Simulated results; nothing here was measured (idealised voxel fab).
process module | voxel self aligned contacts
cross-section cut | 185 nm wide | cells 5 nm
A cross-section is a grid of square cells, given in bands from the top down. A band is one or more rows of cells.
Each band's line starts with the height of the band's top and of its bottom, in nm. Then come its materials from left to right, each with its width in nm. One material with "throughout" fills the band from edge to edge. "air" is empty space.
Height 0 is the level under which the wafer as received is all one material. The lowest band goes on downwards, as in "0 down".
A width such as "30 to 40" changes by the same amount from each row of cells to the next, from the band's top row to its bottom row.
"no change" after a step means that no cell of the cross-section changed.
closed voids: empty space of 8 cells or more with no open way to the top, each as width x height at its distance from the left edge, in nm
after a step's settings: what the simulator itself notes on the step
overlay nm, on a step with a mask: how far to the right of its planned place the mask lay; to the left if negative
plan
1 op RECEIVE | material Si
2 op CONFORMAL_DEP | material SiO2 | thk nm 5
3 op DIRECTIONAL_DEP | material polySi | thk nm 25
4 op DIRECTIONAL_DEP | material SiN | thk nm 20
5 op MASKED_ETCH | tone cover | mask id GATE | width nm 25 | pitch nm 55 | etch materials SiN | depth nm 20 | overlay nm 0
6 op MASKED_ETCH | tone cover | mask id GATE | width nm 25 | pitch nm 55 | etch materials polySi | depth nm 25 | overlay nm 0
7 op CONFORMAL_DEP | material SiN | thk nm 5
8 op DIRECTIONAL_ETCH | etch materials SiN | depth nm 5
9 op FILL_DEP | material SiO2 | thk nm 15
10 op CMP | height nm 60
11 op DIRECTIONAL_DEP | material aC | thk nm 15
12 op PATTERN | tone open | mask id CONTACT | material resist | width nm 40 | thk nm 35 | overlay nm 0
13 op DIRECTIONAL_ETCH | etch materials aC | depth nm 15
14 op STRIP | etch materials resist
15 op DIRECTIONAL_ETCH | etch materials SiO2 | depth nm 60
16 op STRIP | etch materials aC
17 op CONFORMAL_DEP | material TiN | thk nm 5
18 op FILL_DEP | material Ru | thk nm 10
19 op CMP | height nm 60
20 op CONFORMAL_DEP | material SiCN | thk nm 5
as received, after step 1
  0 down: Si throughout
  closed voids: none
a wafer at the end: this start, this plan, one mistake
  65 to 60: SiCN throughout
  60 to 50: SiO2 70 | TiN 5 to 15 | Ru 30 to 10 | TiN 5 to 15 | SiO2 75
  50 to 30: SiO2 45 | SiN 5 | polySi 25 | SiN 5 | TiN 5 | Ru 10 | TiN 5 | SiN 5 | polySi 25 | SiN 5 | SiO2 50
  30 to 25: SiO2 45 | SiN 5 | polySi 25 | SiN 5 | TiN 20 | SiN 5 | polySi 25 | SiN 5 | SiO2 50
  25 to 5: SiN throughout
  5 to 0: SiO2 throughout
  0 down: Si throughout
  closed voids: none
what went wrong: steps 3 and 4 were swapped
